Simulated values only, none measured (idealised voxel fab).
Name of the process module below: voxel self aligned contacts
Square cells of 5 nm make up the cross-section cut, whose width is 180 nm.
When this document writes out a cross-section, it uses a grid of square cells and lists it as bands, beginning at the top and moving down, with a band standing for one or more rows of cells.
This entry defines a band. It first specifies the height of the band's top and the height of its bottom in nm, and then specifies the band's materials from left to right, stating each material with its width in nm. The word "throughout" identifies a single material that fills the band from edge to edge, while the word "blank" identifies empty space.
Basically, 0 is our baseline, since under it the wafer straight out of the box is all one material. The bottom band has no lower end and keeps on going down, so it looks like "top 0, no bottom".
So if you see something like "30->40" for the width, read it as the top row of the band sitting at the first number and the bottom row at the second, with every row in between moving by the same amount as the last.
"left unchanged" means the step left every cell of the cross-section as it was.
You'll see "Trapped cavities" listing empty spaces that have no way open to the top, as long as they're 8 cells or more; the notation is width x height at distance, where the distance is from the left edge, and all of it is in nm.
Read whatever lies past the settings on a step's line as the simulator's own remark about the step.
Each step line may optionally specify "overlay nm", which for a step with a mask gives the rightward distance between the mask's planned place and where it lay, a negative value indicating the leftward direction.
Every pair from here on: before one process step, after it. The after cross-section reaches only to the lowest band that changed. Below the pair: the step in between and its settings. Pairs can belong to different runs of this module on the same starting wafer; a pair carries on from the pair above only if the entry headed "Incoming profile" says so.

**Incoming profile**
> top 65, bottom 40  35 of SiO2 / 45 of SiN / 20 of SiO2 / 45 of SiN / 35 of SiO2
> top 40, bottom 35  SiN throughout
> top 35, bottom 5  polySi throughout
> top 5, bottom 0  SiO2 throughout
> top 0, no bottom  Si throughout
> Trapped cavities: none

**As Processed**
> top 80, bottom 65  65 of resist / 50 of blank / 65 of resist
> Under 65: no change, same as before.
> Trapped cavities: none
Operation between the pre and post cross-sections above: PATTERN, tone open, mask id CONTACT, material resist, width nm 50, thk nm 15, overlay nm 0

Incoming profile: cross-section not repeated; it is the one shown after the step in the pair just above.

**As Processed**
> top 80, bottom 65  65 of resist / 50 of blank / 65 of resist
> top 65, bottom 40  35 of SiO2 / 45 of SiN / 20 of blank / 45 of SiN / 35 of SiO2
> Under 40: no change, same as before.
> Trapped cavities: none
Operation between the pre and post cross-sections above: DIRECTIONAL_ETCH, etch materials SiO2, depth nm 65

Incoming profile: cross-section not repeated; it is the one shown after the step in the pair just above.

**As Processed**
> top 65, bottom 40  35 of SiO2 / 45 of SiN / 20 of blank / 45 of SiN / 35 of SiO2
> Under 40: no change, same as before.
> Trapped cavities: none
Operation between the pre and post cross-sections above: STRIP, etch materials resist

Incoming profile: cross-section not repeated; it is the one shown after the step in the pair just above.

**As Processed**
> top 70, bottom 65  85 of TiN / 10 of blank / 85 of TiN
> top 65, bottom 45  35 of SiO2 / 45 of SiN / 5 of TiN / 10 of blank / 5 of TiN / 45 of SiN / 35 of SiO2
> top 45, bottom 40  35 of SiO2 / 45 of SiN / 20 of TiN / 45 of SiN / 35 of SiO2
> Under 40: no change, same as before.
> Trapped cavities: none
Operation between the pre and post cross-sections above: CONFORMAL_DEP, material TiN, thk nm 5

Incoming profile: cross-section not repeated; it is the one shown after the step in the pair just above.

**As Processed**
> top 80, bottom 70  W throughout
> top 70, bottom 65  85 of TiN / 10 of W / 85 of TiN
> top 65, bottom 45  35 of SiO2 / 45 of SiN / 5 of TiN / 10 of W / 5 of TiN / 45 of SiN / 35 of SiO2
> Under 45: no change, same as before.
> Trapped cavities: none
Operation between the pre and post cross-sections above: FILL_DEP, material W, thk nm 10

Incoming profile: cross-section not repeated; it is the one shown after the step in the pair just above.

**As Processed**
> top 65, bottom 45  35 of SiO2 / 45 of SiN / 5 of TiN / 10 of W / 5 of TiN / 45 of SiN / 35 of SiO2
> Under 45: no change, same as before.
> Trapped cavities: none
Operation between the pre and post cross-sections above: CMP, height nm 65

Incoming profile: cross-section not repeated; it is the one shown after the step in the pair just above.

**As Processed**
> top 70, bottom 65  SiN throughout
> Under 65: no change, same as before.
> Trapped cavities: none
Operation between the pre and post cross-sections above: CONFORMAL_DEP, material SiN, thk nm 5

**Incoming profile**
> top 60, bottom 35  SiN throughout
> top 35, bottom 5  polySi throughout
> top 5, bottom 0  SiO2 throughout
> top 0, no bottom  Si throughout
> Trapped cavities: none

**As Processed**
> top 75, bottom 60  50 of blank / 20 of resist / 45 of blank / 20 of resist / 45 of blank
> Under 60: no change, same as before.
> Trapped cavities: none
Operation between the pre and post cross-sections above: PATTERN, tone cover, mask id GATE, material resist, width nm 20, pitch nm 65, thk nm 15, overlay nm 0

Incoming profile: cross-section not repeated; it is the one shown after the step in the pair just above.

**As Processed**
> top 75, bottom 60  50 of blank / 20 of resist / 45 of blank / 20 of resist / 45 of blank
> top 60, bottom 35  50 of blank / 20 of SiN / 45 of blank / 20 of SiN / 45 of blank
> Under 35: no change, same as before.
> Trapped cavities: none
Operation between the pre and post cross-sections above: DIRECTIONAL_ETCH, etch materials SiN, depth nm 25

Incoming profile: cross-section not repeated; it is the one shown after the step in the pair just above.

**As Processed**
> top 75, bottom 60  50 of blank / 20 of resist / 45 of blank / 20 of resist / 45 of blank
> top 60, bottom 35  50 of blank / 20 of SiN / 45 of blank / 20 of SiN / 45 of blank
> top 35, bottom 5  50 of blank / 20 of polySi / 45 of blank / 20 of polySi / 45 of blank
> Under 5: no change, same as before.
> Trapped cavities: none
Operation between the pre and post cross-sections above: DIRECTIONAL_ETCH, etch materials polySi, depth nm 30

Incoming profile: cross-section not repeated; it is the one shown after the step in the pair just above.

**As Processed**
> top 60, bottom 35  50 of blank / 20 of SiN / 45 of blank / 20 of SiN / 45 of blank
> Under 35: no change, same as before.
> Trapped cavities: none
Operation between the pre and post cross-sections above: STRIP, etch materials resist

Incoming profile: cross-section not repeated; it is the one shown after the step in the pair just above.

**As Processed**
> top 70, bottom 35  40 of blank / 40 of SiN / 25 of blank / 40 of SiN / 35 of blank
> top 35, bottom 15  40 of blank / 10 of SiN / 20 of polySi / 10 of SiN / 25 of blank / 10 of SiN / 20 of polySi / 10 of SiN / 35 of blank
> top 15, bottom 5  50 of SiN / 20 of polySi / 45 of SiN / 20 of polySi / 45 of SiN
> Under 5: no change, same as before.
> Trapped cavities: none
Operation between the pre and post cross-sections above: CONFORMAL_DEP, material SiN, thk nm 10

Incoming profile: cross-section not repeated; it is the one shown after the step in the pair just above.

**As Processed**
> top 60, bottom 35  40 of blank / 40 of SiN / 25 of blank / 40 of SiN / 35 of blank
> top 35, bottom 5  40 of blank / 10 of SiN / 20 of polySi / 10 of SiN / 25 of blank / 10 of SiN / 20 of polySi / 10 of SiN / 35 of blank
> Under 5: no change, same as before.
> Trapped cavities: none
Operation between the pre and post cross-sections above: DIRECTIONAL_ETCH, etch materials SiN, depth nm 10

Incoming profile: cross-section not repeated; it is the one shown after the step in the pair just above.

**As Processed**
> top 70, bottom 60  SiO2 throughout
> top 60, bottom 35  40 of SiO2 / 40 of SiN / 25 of SiO2 / 40 of SiN / 35 of SiO2
> top 35, bottom 5  40 of SiO2 / 10 of SiN / 20 of polySi / 10 of SiN / 25 of SiO2 / 10 of SiN / 20 of polySi / 10 of SiN / 35 of SiO2
> Under 5: no change, same as before.
> Trapped cavities: none
Operation between the pre and post cross-sections above: FILL_DEP, material SiO2, thk nm 10

Incoming profile: cross-section not repeated; it is the one shown after the step in the pair just above.

**As Processed**
> top 65, bottom 60  SiO2 throughout
> Under 60: no change, same as before.
> Trapped cavities: none
Operation between the pre and post cross-sections above: CMP, height nm 65

Incoming profile: cross-section not repeated; it is the one shown after the step in the pair just above.

**As Processed**
> top 80, bottom 65  65 of resist / 50 of blank / 65 of resist
> Under 65: no change, same as before.
> Trapped cavities: none
Operation between the pre and post cross-sections above: PATTERN, tone open, mask id CONTACT, material resist, width nm 50, thk nm 15, overlay nm 0

Incoming profile: cross-section not repeated; it is the one shown after the step in the pair just above.

**As Processed**
> top 80, bottom 65  65 of resist / 50 of blank / 65 of resist
> top 65, bottom 60  65 of SiO2 / 50 of blank / 65 of SiO2
> top 60, bottom 35  40 of SiO2 / 40 of SiN / 25 of blank / 40 of SiN / 35 of SiO2
> top 35, bottom 5  40 of SiO2 / 10 of SiN / 20 of polySi / 10 of SiN / 25 of blank / 10 of SiN / 20 of polySi / 10 of SiN / 35 of SiO2
> top 5, bottom 0  80 of SiO2 / 25 of blank / 75 of SiO2
> Under 0: no change, same as before.
> Trapped cavities: none
Operation between the pre and post cross-sections above: DIRECTIONAL_ETCH, etch materials SiO2, depth nm 65

Incoming profile: cross-section not repeated; it is the one shown after the step in the pair just above.

**As Processed**
> top 65, bottom 60  65 of SiO2 / 50 of blank / 65 of SiO2
> Under 60: no change, same as before.
> Trapped cavities: none
Operation between the pre and post cross-sections above: STRIP, etch materials resist

Incoming profile: cross-section not repeated; it is the one shown after the step in the pair just above.

**As Processed**
> top 70, bottom 65  70 of TiN / 40 of blank / 70 of TiN
> top 65, bottom 60  65 of SiO2 / 20 of TiN / 15 of blank / 15 of TiN / 65 of SiO2
> top 60, bottom 35  40 of SiO2 / 40 of SiN / 5 of TiN / 15 of blank / 5 of TiN / 40 of SiN / 35 of SiO2
> top 35, bottom 5  40 of SiO2 / 10 of SiN / 20 of polySi / 10 of SiN / 5 of TiN / 15 of blank / 5 of TiN / 10 of SiN / 20 of polySi / 10 of SiN / 35 of SiO2
> top 5, bottom 0  80 of SiO2 / 25 of TiN / 75 of SiO2
> Under 0: no change, same as before.
> Trapped cavities: none
Operation between the pre and post cross-sections above: CONFORMAL_DEP, material TiN, thk nm 5

Incoming profile: cross-section not repeated; it is the one shown after the step in the pair just above.

**As Processed**
> top 80, bottom 70  W throughout
> top 70, bottom 65  70 of TiN / 40 of W / 70 of TiN
> top 65, bottom 60  65 of SiO2 / 20 of TiN / 15 of W / 15 of TiN / 65 of SiO2
> top 60, bottom 35  40 of SiO2 / 40 of SiN / 5 of TiN / 15 of W / 5 of TiN / 40 of SiN / 35 of SiO2
> top 35, bottom 5  40 of SiO2 / 10 of SiN / 20 of polySi / 10 of SiN / 5 of TiN / 15 of W / 5 of TiN / 10 of SiN / 20 of polySi / 10 of SiN / 35 of SiO2
> Under 5: no change, same as before.
> Trapped cavities: none
Operation between the pre and post cross-sections above: FILL_DEP, material W, thk nm 10

Incoming profile: cross-section not repeated; it is the one shown after the step in the pair just above.

**As Processed**
> top 65, bottom 60  65 of SiO2 / 20 of TiN / 15 of W / 15 of TiN / 65 of SiO2
> Under 60: no change, same as before.
> Trapped cavities: none
Operation between the pre and post cross-sections above: CMP, height nm 65

Incoming profile: cross-section not repeated; it is the one shown after the step in the pair just above.

**As Processed**
> top 70, bottom 65  SiN throughout
> Under 65: no change, same as before.
> Trapped cavities: none
Operation between the pre and post cross-sections above: CONFORMAL_DEP, material SiN, thk nm 5

**Incoming profile**
> top 65, bottom 60  SiO2 throughout
> top 60, bottom 35  35 of SiO2 / 45 of SiN / 20 of SiO2 / 45 of SiN / 35 of SiO2
> top 35, bottom 5  35 of SiO2 / 10 of SiN / 25 of polySi / 10 of SiN / 20 of SiO2 / 10 of SiN / 25 of polySi / 10 of SiN / 35 of SiO2
> top 5, bottom 0  SiO2 throughout
> top 0, no bottom  Si throughout
> Trapped cavities: none

**As Processed**
> top 80, bottom 65  75 of resist / 50 of blank / 55 of resist
> Under 65: no change, same as before.
> Trapped cavities: none
Operation between the pre and post cross-sections above: PATTERN, tone open, mask id CONTACT, material resist, width nm 50, thk nm 15, overlay nm 10

Incoming profile: cross-section not repeated; it is the one shown after the step in the pair just above.

**As Processed**
> top 80, bottom 65  75 of resist / 50 of blank / 55 of resist
> top 65, bottom 60  75 of SiO2 / 50 of blank / 55 of SiO2
> top 60, bottom 35  35 of SiO2 / 45 of SiN / 20 of blank / 45 of SiN / 35 of SiO2
> top 35, bottom 5  35 of SiO2 / 10 of SiN / 25 of polySi / 10 of SiN / 20 of blank / 10 of SiN / 25 of polySi / 10 of SiN / 35 of SiO2
> top 5, bottom 0  80 of SiO2 / 20 of blank / 80 of SiO2
> Under 0: no change, same as before.
> Trapped cavities: none
Operation between the pre and post cross-sections above: DIRECTIONAL_ETCH, etch materials SiO2, depth nm 65

Incoming profile: cross-section not repeated; it is the one shown after the step in the pair just above.

**As Processed**
> top 65, bottom 60  75 of SiO2 / 50 of blank / 55 of SiO2
> Under 60: no change, same as before.
> Trapped cavities: none
Operation between the pre and post cross-sections above: STRIP, etch materials resist

Incoming profile: cross-section not repeated; it is the one shown after the step in the pair just above.

**As Processed**
> top 70, bottom 65  80 of TiN / 40 of blank / 60 of TiN
> top 65, bottom 60  75 of SiO2 / 10 of TiN / 10 of blank / 30 of TiN / 55 of SiO2
> top 60, bottom 35  35 of SiO2 / 45 of SiN / 5 of TiN / 10 of blank / 5 of TiN / 45 of SiN / 35 of SiO2
> top 35, bottom 5  35 of SiO2 / 10 of SiN / 25 of polySi / 10 of SiN / 5 of TiN / 10 of blank / 5 of TiN / 10 of SiN / 25 of polySi / 10 of SiN / 35 of SiO2
> top 5, bottom 0  80 of SiO2 / 20 of TiN / 80 of SiO2
> Under 0: no change, same as before.
> Trapped cavities: none
Operation between the pre and post cross-sections above: CONFORMAL_DEP, material TiN, thk nm 5

Incoming profile: cross-section not repeated; it is the one shown after the step in the pair just above.

**As Processed**
> top 80, bottom 70  W throughout
> top 70, bottom 65  80 of TiN / 40 of W / 60 of TiN
> top 65, bottom 60  75 of SiO2 / 10 of TiN / 10 of W / 30 of TiN / 55 of SiO2
> top 60, bottom 35  35 of SiO2 / 45 of SiN / 5 of TiN / 10 of W / 5 of TiN / 45 of SiN / 35 of SiO2
> top 35, bottom 5  35 of SiO2 / 10 of SiN / 25 of polySi / 10 of SiN / 5 of TiN / 10 of W / 5 of TiN / 10 of SiN / 25 of polySi / 10 of SiN / 35 of SiO2
> Under 5: no change, same as before.
> Trapped cavities: none
Operation between the pre and post cross-sections above: FILL_DEP, material W, thk nm 10

Incoming profile: cross-section not repeated; it is the one shown after the step in the pair just above.

**As Processed**
> top 65, bottom 60  75 of SiO2 / 10 of TiN / 10 of W / 30 of TiN / 55 of SiO2
> Under 60: no change, same as before.
> Trapped cavities: none
Operation between the pre and post cross-sections above: CMP, height nm 65

Incoming profile: cross-section not repeated; it is the one shown after the step in the pair just above.

**As Processed**
> top 70, bottom 65  SiN throughout
> Under 65: no change, same as before.
> Trapped cavities: none
Operation between the pre and post cross-sections above: CONFORMAL_DEP, material SiN, thk nm 5

**Incoming profile**
> top 65, bottom 60  65 of SiO2 / 50 of blank / 65 of SiO2
> top 60, bottom 35  35 of SiO2 / 45 of SiN / 20 of blank / 45 of SiN / 35 of SiO2
> top 35, bottom 5  35 of SiO2 / 10 of SiN / 25 of polySi / 10 of SiN / 20 of blank / 10 of SiN / 25 of polySi / 10 of SiN / 35 of SiO2
> top 5, bottom 0  80 of SiO2 / 20 of blank / 80 of SiO2
> top 0, no bottom  Si throughout
> Trapped cavities: none

**As Processed**
> top 70, bottom 65  70 of polySi / 40 of blank / 70 of polySi
> top 65, bottom 60  65 of SiO2 / 20 of polySi / 10 of blank / 20 of polySi / 65 of SiO2
> top 60, bottom 35  35 of SiO2 / 45 of SiN / 5 of polySi / 10 of blank / 5 of polySi / 45 of SiN / 35 of SiO2
> top 35, bottom 5  35 of SiO2 / 10 of SiN / 25 of polySi / 10 of SiN / 5 of polySi / 10 of blank / 5 of polySi / 10 of SiN / 25 of polySi / 10 of SiN / 35 of SiO2
> top 5, bottom 0  80 of SiO2 / 20 of polySi / 80 of SiO2
> Under 0: no change, same as before.
> Trapped cavities: none
Operation between the pre and post cross-sections above: CONFORMAL_DEP, material polySi, thk nm 5

Incoming profile: cross-section not repeated; it is the one shown after the step in the pair just above.

**As Processed**
> top 80, bottom 70  W throughout
> top 70, bottom 65  70 of polySi / 40 of W / 70 of polySi
> top 65, bottom 60  65 of SiO2 / 20 of polySi / 10 of W / 20 of polySi / 65 of SiO2
> top 60, bottom 35  35 of SiO2 / 45 of SiN / 5 of polySi / 10 of W / 5 of polySi / 45 of SiN / 35 of SiO2
> top 35, bottom 5  35 of SiO2 / 10 of SiN / 25 of polySi / 10 of SiN / 5 of polySi / 10 of W / 5 of polySi / 10 of SiN / 25 of polySi / 10 of SiN / 35 of SiO2
> Under 5: no change, same as before.
> Trapped cavities: none
Operation between the pre and post cross-sections above: FILL_DEP, material W, thk nm 10

Incoming profile: cross-section not repeated; it is the one shown after the step in the pair just above.

**As Processed**
> top 65, bottom 60  65 of SiO2 / 20 of polySi / 10 of W / 20 of polySi / 65 of SiO2
> Under 60: no change, same as before.
> Trapped cavities: none
Operation between the pre and post cross-sections above: CMP, height nm 65

Incoming profile: cross-section not repeated; it is the one shown after the step in the pair just above.

**As Processed**
> top 70, bottom 65  SiN throughout
> Under 65: no change, same as before.
> Trapped cavities: none
Operation between the pre and post cross-sections above: CONFORMAL_DEP, material SiN, thk nm 5

**Incoming profile**
> top 60, bottom 35  SiN throughout
> top 35, bottom 5  polySi throughout
> top 5, bottom 0  SiO2 throughout
> top 0, no bottom  Si throughout
> Trapped cavities: none

**As Processed**
> top 75, bottom 60  45 of resist / 25 of blank / 40 of resist / 25 of blank / 45 of resist
> Under 60: no change, same as before.
> Trapped cavities: none
Operation between the pre and post cross-sections above: PATTERN, tone open, mask id GATE, material resist, width nm 25, pitch nm 65, thk nm 15, overlay nm 0

Incoming profile: cross-section not repeated; it is the one shown after the step in the pair just above.

**As Processed**
> top 75, bottom 60  45 of resist / 25 of blank / 40 of resist / 25 of blank / 45 of resist
> top 60, bottom 35  45 of SiN / 25 of blank / 40 of SiN / 25 of blank / 45 of SiN
> Under 35: no change, same as before.
> Trapped cavities: none
Operation between the pre and post cross-sections above: DIRECTIONAL_ETCH, etch materials SiN, depth nm 25

Incoming profile: cross-section not repeated; it is the one shown after the step in the pair just above.

**As Processed**
> top 75, bottom 60  45 of resist / 25 of blank / 40 of resist / 25 of blank / 45 of resist
> top 60, bottom 35  45 of SiN / 25 of blank / 40 of SiN / 25 of blank / 45 of SiN
> top 35, bottom 5  45 of polySi / 25 of blank / 40 of polySi / 25 of blank / 45 of polySi
> Under 5: no change, same as before.
> Trapped cavities: none
Operation between the pre and post cross-sections above: DIRECTIONAL_ETCH, etch materials polySi, depth nm 30

Incoming profile: cross-section not repeated; it is the one shown after the step in the pair just above.

**As Processed**
> top 60, bottom 35  45 of SiN / 25 of blank / 40 of SiN / 25 of blank / 45 of SiN
> Under 35: no change, same as before.
> Trapped cavities: none
Operation between the pre and post cross-sections above: STRIP, etch materials resist

Incoming profile: cross-section not repeated; it is the one shown after the step in the pair just above.

**As Processed**
> top 70, bottom 35  55 of SiN / 5 of blank / 60 of SiN / 5 of blank / 55 of SiN
> top 35, bottom 15  45 of polySi / 10 of SiN / 5 of blank / 10 of SiN / 40 of polySi / 10 of SiN / 5 of blank / 10 of SiN / 45 of polySi
> top 15, bottom 5  45 of polySi / 25 of SiN / 40 of polySi / 25 of SiN / 45 of polySi
> Under 5: no change, same as before.
> Trapped cavities: none
Operation between the pre and post cross-sections above: CONFORMAL_DEP, material SiN, thk nm 10

Incoming profile: cross-section not repeated; it is the one shown after the step in the pair just above.

**As Processed**
> top 60, bottom 35  55 of SiN / 5 of blank / 60 of SiN / 5 of blank / 55 of SiN
> top 35, bottom 5  45 of polySi / 10 of SiN / 5 of blank / 10 of SiN / 40 of polySi / 10 of SiN / 5 of blank / 10 of SiN / 45 of polySi
> Under 5: no change, same as before.
> Trapped cavities: none
Operation between the pre and post cross-sections above: DIRECTIONAL_ETCH, etch materials SiN, depth nm 10

Incoming profile: cross-section not repeated; it is the one shown after the step in the pair just above.

**As Processed**
> top 70, bottom 60  SiO2 throughout
> top 60, bottom 35  55 of SiN / 5 of SiO2 / 60 of SiN / 5 of SiO2 / 55 of SiN
> top 35, bottom 5  45 of polySi / 10 of SiN / 5 of SiO2 / 10 of SiN / 40 of polySi / 10 of SiN / 5 of SiO2 / 10 of SiN / 45 of polySi
> Under 5: no change, same as before.
> Trapped cavities: none
Operation between the pre and post cross-sections above: FILL_DEP, material SiO2, thk nm 10

Incoming profile: cross-section not repeated; it is the one shown after the step in the pair just above.

**As Processed**
> top 65, bottom 60  SiO2 throughout
> Under 60: no change, same as before.
> Trapped cavities: none
Operation between the pre and post cross-sections above: CMP, height nm 65

Incoming profile: cross-section not repeated; it is the one shown after the step in the pair just above.

**As Processed**
> top 80, bottom 65  65 of resist / 50 of blank / 65 of resist
> Under 65: no change, same as before.
> Trapped cavities: none
Operation between the pre and post cross-sections above: PATTERN, tone open, mask id CONTACT, material resist, width nm 50, thk nm 15, overlay nm 0

Incoming profile: cross-section not repeated; it is the one shown after the step in the pair just above.

**As Processed**
> top 80, bottom 65  65 of resist / 50 of blank / 65 of resist
> top 65, bottom 60  65 of SiO2 / 50 of blank / 65 of SiO2
> Under 60: no change, same as before.
> Trapped cavities: none
Operation between the pre and post cross-sections above: DIRECTIONAL_ETCH, etch materials SiO2, depth nm 65

Incoming profile: cross-section not repeated; it is the one shown after the step in the pair just above.

**As Processed**
> top 65, bottom 60  65 of SiO2 / 50 of blank / 65 of SiO2
> Under 60: no change, same as before.
> Trapped cavities: none
Operation between the pre and post cross-sections above: STRIP, etch materials resist

Incoming profile: cross-section not repeated; it is the one shown after the step in the pair just above.

**As Processed**
> top 70, bottom 65  70 of TiN / 40 of blank / 70 of TiN
> top 65, bottom 60  65 of SiO2 / 50 of TiN / 65 of SiO2
> Under 60: no change, same as before.
> Trapped cavities: none
Operation between the pre and post cross-sections above: CONFORMAL_DEP, material TiN, thk nm 5

Incoming profile: cross-section not repeated; it is the one shown after the step in the pair just above.

**As Processed**
> top 80, bottom 70  W throughout
> top 70, bottom 65  70 of TiN / 40 of W / 70 of TiN
> Under 65: no change, same as before.
> Trapped cavities: none
Operation between the pre and post cross-sections above: FILL_DEP, material W, thk nm 10

Incoming profile: cross-section not repeated; it is the one shown after the step in the pair just above.

**As Processed**
> top 65, bottom 60  65 of SiO2 / 50 of TiN / 65 of SiO2
> Under 60: no change, same as before.
> Trapped cavities: none
Operation between the pre and post cross-sections above: CMP, height nm 65

Incoming profile: cross-section not repeated; it is the one shown after the step in the pair just above.

**As Processed**
> top 70, bottom 65  SiN throughout
> Under 65: no change, same as before.
> Trapped cavities: none
Operation between the pre and post cross-sections above: CONFORMAL_DEP, material SiN, thk nm 5
